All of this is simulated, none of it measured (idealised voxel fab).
Process module heading - voxel transistor to metal
The cross-section on display is named cut; it measures 195 nm wide, and its cells are 5 nm squares.
If you're reading a cross-section in this doc, picture square cells in a grid; it comes to you as bands, top ones listed first down to the bottom, and a band can be one or more rows of cells. Basically the band line says how high the top is and how high the bottom is, in nm, and then what's in it from left to right, every material with its width in nm. Empty space shows up as "air", and if a single material carries "everywhere" it runs the full band edge to edge. Heights are expressed relative to 0, this being the level below which the as-received wafer comprises one material exclusively. The lowest band is unbounded in the downward direction and is denoted as in "top 0, no bottom". With a width like "30..40", each row of cells in the band differs from the next by the same amount, the top row carrying the first number and the bottom row the second. "stayed the same" after a step means that no cell of the cross-section changed. If an empty space has no open way to the top and is at least 8 cells in size, "Sealed void list" lists it, written width x height at distance, where distance is measured from the left edge and every value is in nm. Note: text after step settings on the step line = simulator remark on that step. overlay nm: for a step with a mask, the amount by which the mask lay right of where it was planned; a negative amount means left of it.
# List of planned process steps
1,RECEIVE [material Si]
2,OXIDIZE [depth nm 5]
3,CONFORMAL_DEP [material SiN] [thk nm 10]
4,DIRECTIONAL_DEP [material aC] [thk nm 15]
5,PATTERN [tone cover] [mask id ACTIVE] [material resist] [width nm 130] [thk nm 30] [overlay nm 0]
6,DIRECTIONAL_ETCH [etch materials aC] [depth nm 15]
7,STRIP [etch materials resist]
8,DIRECTIONAL_ETCH [etch materials SiN] [depth nm 10]
9,DIRECTIONAL_ETCH [etch materials SiO2] [depth nm 5]
10,DIRECTIONAL_ETCH [etch materials Si] [depth nm 30]
11,STRIP [etch materials aC]
12,FILL_DEP [material SiO2] [thk nm 5]
13,CMP [height nm 10]
14,SELECTIVE_ETCH [etch materials SiO2] [depth nm 10]
15,STRIP [etch materials SiN]
16,SELECTIVE_ETCH [etch materials SiO2] [depth nm 5]
17,OXIDIZE [depth nm 5]
18,DIRECTIONAL_DEP [material polySi] [thk nm 30]
19,DIRECTIONAL_DEP [material SiCN] [thk nm 10]
20,DIRECTIONAL_DEP [material aC] [thk nm 15]
21,PATTERN [tone cover] [mask id GATE] [material resist] [width nm 30] [thk nm 30] [overlay nm 0]
22,DIRECTIONAL_ETCH [etch materials aC] [depth nm 15]
23,STRIP [etch materials resist]
24,DIRECTIONAL_ETCH [etch materials SiCN] [depth nm 20]
25,DIRECTIONAL_ETCH [etch materials polySi] [depth nm 40]
26,STRIP [etch materials aC]
27,CONFORMAL_DEP [material SiN] [thk nm 10]
28,DIRECTIONAL_ETCH [etch materials SiN] [depth nm 10]
29,DIRECTIONAL_ETCH [etch materials SiO2] [depth nm 5]
30,DIRECTIONAL_ETCH [etch materials Si] [depth nm 10]
31,EPI [material pSi] [thk nm 10]
32,FILL_DEP [material SiO2] [thk nm 10]
33,CMP [height nm 25]
34,STRIP [etch materials polySi]
35,SELECTIVE_ETCH [etch materials SiO2] [depth nm 5]
36,CONFORMAL_DEP [material HfO2] [thk nm 5]
37,CONFORMAL_DEP [material TiN] [thk nm 5]
38,FILL_DEP [material W] [thk nm 10]
39,CMP [height nm 20]
40,DIRECTIONAL_DEP [material SiO2] [thk nm 10]
41,PATTERN [tone open] [mask id CONTACT] [material resist] [width nm 20] [pitch nm 90] [thk nm 20] [overlay nm 0]
42,DIRECTIONAL_ETCH [etch materials SiO2] [depth nm 40]
43,STRIP [etch materials resist]
44,CONFORMAL_DEP [material TiN] [thk nm 5]
45,FILL_DEP [material W] [thk nm 10]
46,CMP [height nm 30]
47,DIRECTIONAL_DEP [material TiN] [thk nm 5]
48,DIRECTIONAL_DEP [material Ru] [thk nm 25]
49,MASKED_ETCH [tone cover] [mask id METAL_1] [width nm 20] [pitch nm 90] [etch materials Ru] [depth nm 25] [overlay nm 0]
50,MASKED_ETCH [tone cover] [mask id METAL_1] [width nm 20] [pitch nm 90] [etch materials TiN] [depth nm 5] [overlay nm 0]
51,CONFORMAL_DEP [material SiN] [thk nm 5]
52,FILL_DEP [material SiO2] [thk nm 5]
53,CMP [height nm 60]
54,CONFORMAL_DEP [material SiCN] [thk nm 5]
# Here's what the wafer looked like in cross-section when it arrived - that's after step 1
* top 0, no bottom  Si everywhere
* Sealed void list: none
# Cross-sectional view of the first of the two wafers upon completion of the module, processed in accordance with the plan
* top 65, bottom 60  SiCN everywhere
* top 60, bottom 35  SiO2 35 / SiN 5 / Ru 20 / SiN 5 / SiO2 60 / SiN 5 / Ru 20 / SiN 5 / SiO2 40
* top 35, bottom 30  SiN 40 / TiN 20 / SiN 70 / TiN 20 / SiN 45
* top 30, bottom 20  SiO2 40 / TiN 5 / W 10 / TiN 5 / SiO2 70 / TiN 5 / W 10 / TiN 5 / SiO2 45
* top 20, bottom 0  SiO2 40 / TiN 5 / W 10 / TiN 5 / SiO2 10 / SiN 10 / HfO2 5 / TiN 5 / W 10 / TiN 5 / HfO2 5 / SiN 10 / SiO2 10 / TiN 5 / W 10 / TiN 5 / SiO2 45
* top 0, bottom -5  SiO2 40 / TiN 5 / W 10 / TiN 5 / pSi 10 / SiN 10 / HfO2 5 / TiN 20 / HfO2 5 / SiN 10 / pSi 10 / TiN 5 / W 10 / TiN 5 / SiO2 45
* top -5, bottom -10  SiO2 40 / TiN 20 / pSi 10 / SiO2 5 / HfO2 40 / SiO2 5 / pSi 10 / TiN 20 / SiO2 45
* top -10, bottom -20  SiO2 30 / pSi 40 / Si 50 / pSi 40 / SiO2 35
* top -20, bottom -35  SiO2 30 / Si 130 / SiO2 35
* top -35, no bottom  Si everywhere
* Sealed void list: none
# Same start, same plan as the first wafer - but one mistake in the run. Cross-section of the second of the two at the end of the module
* top 65, bottom 60  SiCN everywhere
* top 60, bottom 35  SiO2 35 / SiN 5 / Ru 20 / SiN 5 / SiO2 60 / SiN 5 / Ru 20 / SiN 5 / SiO2 40
* top 35, bottom 30  SiN 40 / TiN 20 / SiN 70 / TiN 20 / SiN 45
* top 30, bottom 20  SiO2 40 / TiN 5 / W 10 / TiN 5 / SiO2 70 / TiN 5 / W 10 / TiN 5 / SiO2 45
* top 20, bottom 0  SiO2 40 / TiN 5 / W 10 / TiN 5 / SiO2 10 / SiN 10 / HfO2 5 / TiN 5 / W 10 / TiN 5 / HfO2 5 / SiN 10 / SiO2 10 / TiN 5 / W 10 / TiN 5 / SiO2 45
* top 0, bottom -5  SiO2 40 / TiN 5 / W 10 / TiN 5 / pSi 10 / SiN 10 / HfO2 5 / TiN 20 / HfO2 5 / SiN 10 / pSi 10 / TiN 5 / W 10 / TiN 5 / SiO2 45
* top -5, bottom -10  SiO2 15 / SiN 15 / SiO2 10 / TiN 20 / pSi 10 / SiO2 5 / HfO2 40 / SiO2 5 / pSi 10 / TiN 20 / SiO2 10 / SiN 15 / SiO2 20
* top -10, bottom -15  SiO2 15 / SiN 15 / SiO2 5 / pSi 35 / Si 50 / pSi 35 / SiO2 5 / SiN 15 / SiO2 20
* top -15, bottom -20  SiO2 35 / pSi 35 / Si 50 / pSi 35 / SiO2 40
* top -20, bottom -35  SiO2 30 / Si 130 / SiO2 35
* top -35, no bottom  Si everywhere
* Sealed void list: none
The plan and the run diverged here: order of steps 14 and 15 inverted relative to the plan
End of process, cell counts, second wafer against first, materials with more or fewer: SiN +12; SiO2 -8; pSi -4
